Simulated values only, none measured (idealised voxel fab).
process module | voxel transistor to metal
cross-section cut | 200 nm wide | cells 5 nm
A cross-section is a grid of square cells, given in bands from the top down. A band is one or more rows of cells.
Each band's line starts with the height of the band's top and of its bottom, in nm. Then come its materials from left to right, each with its width in nm. One material with "throughout" fills the band from edge to edge. "air" is empty space.
Height 0 is the level under which the wafer as received is all one material. The lowest band goes on downwards, as in "0 down".
A width such as "30 to 40" changes by the same amount from each row of cells to the next, from the band's top row to its bottom row.
"no change" after a step means that no cell of the cross-section changed.
closed voids: empty space of 8 cells or more with no open way to the top, each as width x height at its distance from the left edge, in nm
after a step's settings: what the simulator itself notes on the step
overlay nm, on a step with a mask: how far to the right of its planned place the mask lay; to the left if negative
plan
1 op RECEIVE | material Si
2 op OXIDIZE | depth nm 5
3 op CONFORMAL_DEP | material SiN | thk nm 15
4 op MASKED_ETCH | tone cover | mask id ACTIVE | width nm 110 | etch materials SiN | depth nm 15 | overlay nm 0
5 op MASKED_ETCH | tone cover | mask id ACTIVE | width nm 110 | etch materials SiO2 | depth nm 5 | overlay nm 0
6 op MASKED_ETCH | tone cover | mask id ACTIVE | width nm 110 | etch materials Si | depth nm 25 | overlay nm 0
7 op FILL_DEP | material SiO2 | thk nm 5
8 op CMP | height nm 15
9 op SELECTIVE_ETCH | etch materials SiO2 | depth nm 10
10 op STRIP | etch materials SiN
11 op SELECTIVE_ETCH | etch materials SiO2 | depth nm 5
12 op OXIDIZE | depth nm 5
13 op DIRECTIONAL_DEP | material polySi | thk nm 20
14 op DIRECTIONAL_DEP | material SiCN | thk nm 15
15 op MASKED_ETCH | tone cover | mask id GATE | width nm 30 | etch materials SiCN | depth nm 25 | overlay nm 0
16 op MASKED_ETCH | tone cover | mask id GATE | width nm 30 | etch materials polySi | depth nm 30 | overlay nm 0
17 op CONFORMAL_DEP | material SiN | thk nm 10
18 op DIRECTIONAL_ETCH | etch materials SiN | depth nm 10
19 op DIRECTIONAL_ETCH | etch materials SiO2 | depth nm 5
20 op DIRECTIONAL_ETCH | etch materials Si | depth nm 10
21 op EPI | material SiGe | thk nm 10
22 op FILL_DEP | material SiO2 | thk nm 10
23 op CMP | height nm 15
24 op STRIP | etch materials polySi
25 op SELECTIVE_ETCH | etch materials SiO2 | depth nm 5
26 op CONFORMAL_DEP | material HfO2 | thk nm 5
27 op CONFORMAL_DEP | material TiN | thk nm 5
28 op FILL_DEP | material W | thk nm 10
29 op CMP | height nm 10
30 op DIRECTIONAL_DEP | material SiO2 | thk nm 15
31 op MASKED_ETCH | tone open | mask id CONTACT | width nm 20 | pitch nm 80 | etch materials SiO2 | depth nm 35 | overlay nm 0
32 op CONFORMAL_DEP | material TiN | thk nm 5
33 op FILL_DEP | material W | thk nm 5
34 op CMP | height nm 25
35 op DIRECTIONAL_DEP | material TiN | thk nm 5
36 op DIRECTIONAL_DEP | material W | thk nm 20
37 op DIRECTIONAL_DEP | material aC | thk nm 10
38 op PATTERN | tone cover | mask id METAL_1 | material resist | width nm 20 | pitch nm 80 | thk nm 25 | overlay nm 0
39 op DIRECTIONAL_ETCH | etch materials aC | depth nm 10
40 op STRIP | etch materials resist
41 op DIRECTIONAL_ETCH | etch materials W | depth nm 20
42 op DIRECTIONAL_ETCH | etch materials TiN | depth nm 5
43 op STRIP | etch materials aC
44 op CONFORMAL_DEP | material SiN | thk nm 5
45 op FILL_DEP | material SiO2 | thk nm 10
46 op CMP | height nm 50
47 op CONFORMAL_DEP | material SiN | thk nm 5
as received, after step 1
  0 down: Si throughout
  closed voids: none
a wafer at the end: this start, this plan, one mistake
  55 to 50: SiN throughout
  50 to 30: SiO2 45 | SiN 5 | W 20 | SiN 5 | SiO2 50 | SiN 5 | W 20 | SiN 5 | SiO2 45
  30 to 25: SiN 50 | TiN 20 | SiN 60 | TiN 20 | SiN 50
  25 to 10: SiO2 50 | TiN 5 | W 10 | TiN 5 | SiO2 60 | TiN 5 | W 10 | TiN 5 | SiO2 50
  10 to 5: SiO2 50 | TiN 5 | W 10 | TiN 5 | SiO2 5 | SiN 10 | HfO2 10 | W 10 | HfO2 10 | SiN 10 | SiO2 5 | TiN 5 | W 10 | TiN 5 | SiO2 50
  5 to 0: SiO2 50 | TiN 20 | SiO2 5 | SiN 10 | HfO2 10 | W 10 | HfO2 10 | SiN 10 | SiO2 5 | TiN 20 | SiO2 50
  0 to -5: SiO2 40 | SiN 10 | SiGe 10 | TiN 5 | SiGe 10 | SiN 10 | HfO2 30 | SiN 10 | SiGe 10 | TiN 5 | SiGe 10 | SiN 10 | SiO2 40
  -5 to -10: SiO2 50 | SiGe 10 | TiN 5 | SiGe 10 | SiO2 5 | HfO2 40 | SiO2 5 | SiGe 10 | TiN 5 | SiGe 10 | SiO2 50
  -10 to -20: SiO2 45 | Si 5 | SiGe 25 | Si 50 | SiGe 25 | Si 5 | SiO2 45
  -20 to -30: SiO2 45 | Si 110 | SiO2 45
  -30 down: Si throughout
  closed voids: none
what went wrong: step 27 ran as: op CONFORMAL_DEP | material HfO2 | thk nm 5
